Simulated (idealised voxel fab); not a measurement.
Process module heading - voxel tone inversion
The cross-section shown here is cut; it is 200 nm wide and divided into square cells measuring 5 nm on a side.
In what follows, cross-sections appear as grids of square cells, described through bands that run from the top down, where every band is one or more rows of cells.
Top height, bottom height, nm. Materials left to right, width each, nm. Single material + "full width" = fills band edge to edge. "air" = empty.
For the purposes of this specification, 0 denotes the height below which the wafer in its as-received condition is composed wholly of one material, and the lowermost band, lacking a lower limit, extends downward without end, as expressed in "from 0 down".
A width given as "30..40" starts at the first number in the band's top row and ends at the second number in its bottom row, shifting by an equal amount at every step from row to row.
Reading "stayed the same" for a step: not a cell of the cross-section changed in it.
You'll see "Cavities, closed" listing empty spaces that have no way open to the top, as long as they're 8 cells or more; the notation is width x height at distance, where the distance is from the left edge, and all of it is in nm.
Text after the settings on a step's line: the simulator's own remark on that step.
You can add "overlay nm" to a step's line. For a step with a mask, it describes how far the mask lay to the right of its planned position, and a negative number describes a lay to the left.

The planned process steps are enumerated hereunder:
| 1 | RECEIVE [material Si] |
| 2 | CONFORMAL_DEP [material SiN] [thk nm 10] |
| 3 | DIRECTIONAL_DEP [material aC] [thk nm 15] |
| 4 | PATTERN [tone cover] [mask id POSTS] [material resist] [width nm 15] [pitch nm 35] [thk nm 20] [overlay nm 0] |
| 5 | DIRECTIONAL_ETCH [etch materials aC] [depth nm 15] |
| 6 | STRIP [etch materials resist] |
| 7 | FILL_DEP [material SiO2] [thk nm 10] |
| 8 | CMP [height nm 25] |
| 9 | STRIP [etch materials aC] |

Step 1 complete: cross-section of the wafer as received:
from 0 down = Si full width
Cavities, closed: none

Here's the cross-section of the first of our two wafers at the end of the module - it ran as planned:
from 25 to 10 = SiO2: 55 / air: 15 / SiO2: 20 / air: 15 / SiO2: 20 / air: 15 / SiO2: 60
from 10 to 0 = SiN full width
from 0 down = Si full width
Cavities, closed: none

Wafer two cross-section, module end. Start and plan unchanged from wafer one; one mistake made during the run:
from 25 to 15 = SiO2: 55 / air: 15 / SiO2: 20 / air: 15 / SiO2: 20 / air: 15 / SiO2: 60
from 15 to 0 = SiN full width
from 0 down = Si full width
Cavities, closed: none
Want to know what went wrong? step 2 was run on a setting that differed from the plan, and what really ran there is CONFORMAL_DEP [material SiN] [thk nm 15]
The closing comparison, in cells, has the second wafer with more or fewer of some materials than the first: SiN +40; SiO2 -31
